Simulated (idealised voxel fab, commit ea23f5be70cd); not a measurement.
The process module that follows is named voxel wiring stack.
Xsec cut, 220 nm wide, square cell size 5 nm.
A cross-section in this document is a grid of square cells, and it is written down as bands, the top band listed before the ones below it; a band is made up of one or more rows of cells. Heads up on the band format: heights come first, top then bottom, in nm. After that it's the materials left to right, each with its width in nm. A single material flagged "throughout" fills the whole band edge to edge, and "air" means there's empty space there. Note: height 0 marks the level under which the wafer is uniformly one material as received. Lowest band unbounded below, written "top 0, no bottom". Note: "30->40" means the width goes from the first number (top row of the band) to the second number (bottom row) in equal steps per row of cells. Key: "remained unchanged" - step with no changed cell in the cross-section. Basically, "Closed void catalog" tells you about the enclosed voids: empty spaces with no open way to the top, 8 cells or bigger, each written width x height at distance, where distance is from the left edge, all in nm. That trailing text on a step's line, after the settings, is the simulator's own remark on the step. What "overlay nm" on a step's line means: if the step has a mask, that mask lay this far to the right of its planned place, or, when the value is negative, to the left.

## Set out below are the planned steps of the process
- 1: RECEIVE,material Si
- 2: CONFORMAL_DEP,material SiO2,thk nm 10
- 3: CONFORMAL_DEP,material SiN,thk nm 5
- 4: DIRECTIONAL_DEP,material lowk,thk nm 25
- 5: MASKED_ETCH,tone open,mask id METAL_1,width nm 25,pitch nm 45,etch materials lowk,depth nm 25,overlay nm 0
- 6: MASKED_ETCH,tone open,mask id METAL_1,width nm 25,pitch nm 45,etch materials SiN,depth nm 5,overlay nm 0
- 7: CONFORMAL_DEP,material TiN,thk nm 5
- 8: FILL_DEP,material Cu,thk nm 10
- 9: CMP,height nm 40
- 10: EPI,material Ru,thk nm 5
- 11: FILL_DEP,material SiCN,thk nm 5
- 12: DIRECTIONAL_DEP,material SiO2,thk nm 10
- 13: PATTERN,tone open,mask id PLUG_1,material resist,width nm 15,pitch nm 45,thk nm 20,overlay nm 0
- 14: DIRECTIONAL_ETCH,etch materials SiO2,depth nm 10
- 15: DIRECTIONAL_ETCH,etch materials SiCN,depth nm 5
- 16: STRIP,etch materials resist
- 17: EPI,material Ru,thk nm 10
- 18: EPI,material Ru,thk nm 5
- 19: DIRECTIONAL_DEP,material TiN,thk nm 5
- 20: DIRECTIONAL_DEP,material W,thk nm 15
- 21: PATTERN,tone cover,mask id METAL_2,material resist,width nm 25,pitch nm 45,thk nm 15,overlay nm 0
- 22: DIRECTIONAL_ETCH,etch materials W,depth nm 15
- 23: DIRECTIONAL_ETCH,etch materials TiN,depth nm 5
- 24: STRIP,etch materials resist
- 25: FILL_DEP,material lowk,thk nm 10
- 26: CMP,height nm 80
- 27: CONFORMAL_DEP,material SiCN,thk nm 5
- 28: DIRECTIONAL_DEP,material lowk,thk nm 20
- 29: PATTERN,tone open,mask id PLUG_2,material resist,width nm 15,pitch nm 45,thk nm 15,overlay nm 0
- 30: DIRECTIONAL_ETCH,etch materials lowk,depth nm 20
- 31: DIRECTIONAL_ETCH,etch materials SiCN,depth nm 5
- 32: STRIP,etch materials resist
- 33: EPI,material Ru,thk nm 10
- 34: EPI,material Ru,thk nm 10
- 35: EPI,material Ru,thk nm 5
- 36: CONFORMAL_DEP,material SiCN,thk nm 5
- 37: DIRECTIONAL_DEP,material lowk,thk nm 25
- 38: MASKED_ETCH,tone open,mask id METAL_3,width nm 25,pitch nm 45,etch materials lowk,depth nm 25,overlay nm 0
- 39: MASKED_ETCH,tone open,mask id METAL_3,width nm 25,pitch nm 45,etch materials SiCN,depth nm 5,overlay nm 0
- 40: CONFORMAL_DEP,material TiN,thk nm 5
- 41: FILL_DEP,material Ru,thk nm 10
- 42: CMP,height nm 135
- 43: CONFORMAL_DEP,material SiCN,thk nm 5
- 44: DIRECTIONAL_DEP,material lowk,thk nm 10
- 45: MASKED_ETCH,tone open,mask id PLUG_3,width nm 15,pitch nm 90,etch materials lowk,depth nm 10,overlay nm 0
- 46: MASKED_ETCH,tone open,mask id PLUG_3,width nm 15,pitch nm 90,etch materials SiCN,depth nm 5,overlay nm 0
- 47: EPI,material Ru,thk nm 10
- 48: EPI,material Ru,thk nm 5
- 49: CONFORMAL_DEP,material SiN,thk nm 5
- 50: DIRECTIONAL_DEP,material SiO2,thk nm 25
- 51: PATTERN,tone open,mask id METAL_4,material resist,width nm 25,pitch nm 45,thk nm 20,overlay nm 0
- 52: DIRECTIONAL_ETCH,etch materials SiO2,depth nm 25
- 53: DIRECTIONAL_ETCH,etch materials SiN,depth nm 5
- 54: STRIP,etch materials resist
- 55: CONFORMAL_DEP,material TiN,thk nm 5
- 56: FILL_DEP,material Cu,thk nm 10
- 57: CMP,height nm 180
- 58: EPI,material Ru,thk nm 5
- 59: FILL_DEP,material SiCN,thk nm 5

## Cross-section: wafer on arrival = after step 1
top 0, no bottom: Si throughout
Closed void catalog: none

## Cross-section: first of two wafers, module finished, run according to plan
top 190, bottom 185: SiCN throughout
top 185, bottom 180: SiCN (25), then Ru (35), then SiCN (10), then Ru (35), then SiCN (10), then Ru (35), then SiCN (10), then Ru (35), then SiCN (25)
top 180, bottom 155: SiO2 (30), then TiN (5), then Cu (15), then TiN (5), then SiO2 (20), then TiN (5), then Cu (15), then TiN (5), then SiO2 (20), then TiN (5), then Cu (15), then TiN (5), then SiO2 (20), then TiN (5), then Cu (15), then TiN (5), then SiO2 (30)
top 155, bottom 150: SiN (30), then TiN (25), then SiN (20), then TiN (25), then SiN (20), then TiN (25), then SiN (20), then TiN (25), then SiN (30)
top 150, bottom 140: lowk (30), then Ru (15), then lowk (75), then Ru (15), then lowk (85)
top 140, bottom 135: SiCN (30), then Ru (15), then SiCN (75), then Ru (15), then SiCN (85)
top 135, bottom 110: lowk (30), then TiN (5), then Ru (15), then TiN (5), then lowk (20), then TiN (5), then Ru (15), then TiN (5), then lowk (20), then TiN (5), then Ru (15), then TiN (5), then lowk (20), then TiN (5), then Ru (15), then TiN (5), then lowk (30)
top 110, bottom 105: SiCN (30), then TiN (25), then SiCN (20), then TiN (25), then SiCN (20), then TiN (25), then SiCN (20), then TiN (25), then SiCN (30)
top 105, bottom 85: lowk (30), then Ru (15), then lowk (30), then Ru (15), then lowk (30), then Ru (15), then lowk (30), then Ru (15), then lowk (40)
top 85, bottom 80: SiCN (30), then Ru (15), then SiCN (30), then Ru (15), then SiCN (30), then Ru (15), then SiCN (30), then Ru (15), then SiCN (40)
top 80, bottom 65: lowk (30), then W (25), then lowk (20), then W (25), then lowk (20), then W (25), then lowk (20), then W (25), then lowk (30)
top 65, bottom 60: lowk (30), then TiN (25), then lowk (20), then TiN (25), then lowk (20), then TiN (25), then lowk (20), then TiN (25), then lowk (30)
top 60, bottom 50: SiO2 (30), then Ru (15), then SiO2 (30), then Ru (15), then SiO2 (30), then Ru (15), then SiO2 (30), then Ru (15), then SiO2 (40)
top 50, bottom 40: SiCN (30->25), then Ru (15->35), then SiCN (30->10), then Ru (15->35), then SiCN (30->10), then Ru (15->35), then SiCN (30->10), then Ru (15->35), then SiCN (40->25)
top 40, bottom 15: lowk (30), then TiN (5), then Cu (15), then TiN (5), then lowk (20), then TiN (5), then Cu (15), then TiN (5), then lowk (20), then TiN (5), then Cu (15), then TiN (5), then lowk (20), then TiN (5), then Cu (15), then TiN (5), then lowk (30)
top 15, bottom 10: SiN (30), then TiN (25), then SiN (20), then TiN (25), then SiN (20), then TiN (25), then SiN (20), then TiN (25), then SiN (30)
top 10, bottom 0: SiO2 throughout
top 0, no bottom: Si throughout
Closed void catalog: none

## Second wafer through the module, sectioned at the end: same beginning and same plan as the first wafer, with one mistake in carrying it out
top 190, bottom 185: SiCN throughout
top 185, bottom 180: SiCN (25), then Ru (35), then SiCN (10), then Ru (35), then SiCN (10), then Ru (35), then SiCN (10), then Ru (35), then SiCN (25)
top 180, bottom 155: SiO2 (30), then TiN (5), then Cu (15), then TiN (5), then SiO2 (20), then TiN (5), then Cu (15), then TiN (5), then SiO2 (20), then TiN (5), then Cu (15), then TiN (5), then SiO2 (20), then TiN (5), then Cu (15), then TiN (5), then SiO2 (30)
top 155, bottom 150: SiN (30), then TiN (25), then SiN (20), then TiN (25), then SiN (20), then TiN (25), then SiN (20), then TiN (25), then SiN (30)
top 150, bottom 140: lowk (30), then SiN (5), then TiN (5), then SiN (5), then lowk (75), then SiN (5), then TiN (5), then SiN (5), then lowk (85)
top 140, bottom 135: SiCN (30), then SiN (5), then TiN (5), then SiN (5), then SiCN (75), then SiN (5), then TiN (5), then SiN (5), then SiCN (85)
top 135, bottom 115: Ru (25), then TiN (5), then lowk (25), then TiN (5), then Ru (10), then TiN (5), then lowk (25), then TiN (5), then Ru (10), then TiN (5), then lowk (25), then TiN (5), then Ru (10), then TiN (5), then lowk (25), then TiN (5), then Ru (25)
top 115, bottom 110: TiN (30), then lowk (25), then TiN (20), then lowk (25), then TiN (20), then lowk (25), then TiN (20), then lowk (25), then TiN (30)
top 110, bottom 105: SiCN throughout
top 105, bottom 85: lowk (30), then Ru (15), then lowk (30), then Ru (15), then lowk (30), then Ru (15), then lowk (30), then Ru (15), then lowk (40)
top 85, bottom 80: SiCN (30), then Ru (15), then SiCN (30), then Ru (15), then SiCN (30), then Ru (15), then SiCN (30), then Ru (15), then SiCN (40)
top 80, bottom 65: lowk (30), then W (25), then lowk (20), then W (25), then lowk (20), then W (25), then lowk (20), then W (25), then lowk (30)
top 65, bottom 60: lowk (30), then TiN (25), then lowk (20), then TiN (25), then lowk (20), then TiN (25), then lowk (20), then TiN (25), then lowk (30)
top 60, bottom 50: SiO2 (30), then Ru (15), then SiO2 (30), then Ru (15), then SiO2 (30), then Ru (15), then SiO2 (30), then Ru (15), then SiO2 (40)
top 50, bottom 40: SiCN (30->25), then Ru (15->35), then SiCN (30->10), then Ru (15->35), then SiCN (30->10), then Ru (15->35), then SiCN (30->10), then Ru (15->35), then SiCN (40->25)
top 40, bottom 15: lowk (30), then TiN (5), then Cu (15), then TiN (5), then lowk (20), then TiN (5), then Cu (15), then TiN (5), then lowk (20), then TiN (5), then Cu (15), then TiN (5), then lowk (20), then TiN (5), then Cu (15), then TiN (5), then lowk (30)
top 15, bottom 10: SiN (30), then TiN (25), then SiN (20), then TiN (25), then SiN (20), then TiN (25), then SiN (20), then TiN (25), then SiN (30)
top 10, bottom 0: SiO2 throughout
top 0, no bottom: Si throughout
Closed void catalog: none
Want to know what went wrong? rather than as planned, step 38 actually ran as MASKED_ETCH,tone cover,mask id METAL_3,width nm 25,pitch nm 45,etch materials lowk,depth nm 25,overlay nm 0
The closing comparison, in cells, has the second wafer with more or fewer of some materials than the first: Ru -14 | SiCN +20 | SiN +12 | TiN +2 | lowk -20
